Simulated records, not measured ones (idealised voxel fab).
The document below concerns the process module designated voxel self aligned vias.
The width of the displayed cross-section, cut, is 285 nm; its cells are square, with a size of 5 nm.
Cross-section layout: square cells on a grid; listed as bands, top to bottom; a band spans one or more cell rows.
Per band: top height and bottom height in nm, followed by the left-to-right materials and their widths in nm; "throughout" marks a single material spanning edge to edge, "empty" marks empty space.
Height datum 0, below which the as-received substrate wafer is one material. Lowest band open at the bottom, running downward: "from 0 down".
Think of "30..40" as a width that walks from the first number to the second as you go down the band, top row to bottom row, taking equal-sized steps from row to row.
"nothing changed" after a step means that no cell of the cross-section changed.
For the entry "Enclosed empty spaces", the listed items are empty spaces with no open way to the top whose size is 8 cells or more; each item follows the pattern width x height at distance, where distance is from the left edge and all three are in nm.
Anything after a step's settings on that line? It's the simulator's own note about the step.
When a step includes a mask, the "overlay nm" setting on its line states how far to the right of its planned place that mask lay, and negative values state how far to the left.

[Intended process steps]
1 RECEIVE (material Si)
2 CONFORMAL_DEP (material SiO2; thk nm 15)
3 CONFORMAL_DEP (material SiCN; thk nm 5)
4 DIRECTIONAL_DEP (material SiO2; thk nm 20)
5 PATTERN (tone open; mask id LINES; material resist; width nm 20; pitch nm 45; thk nm 15; overlay nm 0)
6 DIRECTIONAL_ETCH (etch materials SiO2; depth nm 20)
7 STRIP (etch materials resist)
8 CONFORMAL_DEP (material TiN; thk nm 5)
9 FILL_DEP (material W; thk nm 5)
10 CMP (height nm 40)
11 SELECTIVE_ETCH (etch materials W Ru TiN; depth nm 5)
12 FILL_DEP (material SiN; thk nm 10)
13 CMP (height nm 40)
14 DIRECTIONAL_DEP (material SiO2; thk nm 15)
15 DIRECTIONAL_DEP (material aC; thk nm 15)
16 PATTERN (tone open; mask id VIAS; material resist; width nm 30; thk nm 30; overlay nm 0)
17 DIRECTIONAL_ETCH (etch materials aC; depth nm 15)
18 STRIP (etch materials resist)
19 DIRECTIONAL_ETCH (etch materials SiO2; depth nm 15)
20 DIRECTIONAL_ETCH (etch materials SiN; depth nm 5)
21 STRIP (etch materials aC)
22 CONFORMAL_DEP (material TiN; thk nm 5)
23 FILL_DEP (material W; thk nm 5)
24 CMP (height nm 55)
25 CONFORMAL_DEP (material SiN; thk nm 5)

[Wafer cross-section on receipt, i.e. after step 1]
    from 0 down = Si throughout
    Enclosed empty spaces: none

[Looking at the first of two wafers in cross-section at end of module - ran to plan]
    from 60 to 55 = SiN throughout
    from 55 to 45 = 105 nm SiO2 / 5 nm TiN / 20 nm W / 5 nm TiN / 150 nm SiO2
    from 45 to 40 = 105 nm SiO2 / 10 nm TiN / 10 nm W / 10 nm TiN / 150 nm SiO2
    from 40 to 35 = 110 nm SiO2 / 20 nm TiN / 25 nm SiO2 / 20 nm SiN / 110 nm SiO2
    from 35 to 25 = 110 nm SiO2 / 5 nm TiN / 10 nm W / 5 nm TiN / 25 nm SiO2 / 5 nm TiN / 10 nm W / 5 nm TiN / 110 nm SiO2
    from 25 to 20 = 110 nm SiO2 / 20 nm TiN / 25 nm SiO2 / 20 nm TiN / 110 nm SiO2
    from 20 to 15 = SiCN throughout
    from 15 to 0 = SiO2 throughout
    from 0 down = Si throughout
    Enclosed empty spaces: none

[This is the second of the two wafers, cross-sectioned at the end of the module; it started exactly like the first and was given the same plan, but it was run with one mistake]
    from 60 to 55 = SiN throughout
    from 55 to 40 = 105 nm SiO2 / 5 nm TiN / 20 nm W / 5 nm TiN / 150 nm SiO2
    from 40 to 35 = 105 nm SiN / 30 nm TiN / 150 nm SiN
    from 35 to 20 = 110 nm SiO2 / 5 nm TiN / 10 nm W / 5 nm TiN / 25 nm SiO2 / 5 nm TiN / 10 nm W / 5 nm TiN / 110 nm SiO2
    from 20 to 15 = 110 nm SiO2 / 20 nm TiN / 25 nm SiO2 / 20 nm TiN / 110 nm SiO2
    from 15 to 0 = SiO2 throughout
    from 0 down = Si throughout
    Enclosed empty spaces: none
What broke from the plan during processing? no execution of plan step 3; skipped
The second wafer ends with more or fewer cells of some materials than the first, per final count: SiCN: 57 fewer; SiN: 47 more; TiN: 4 more; W: 6 more
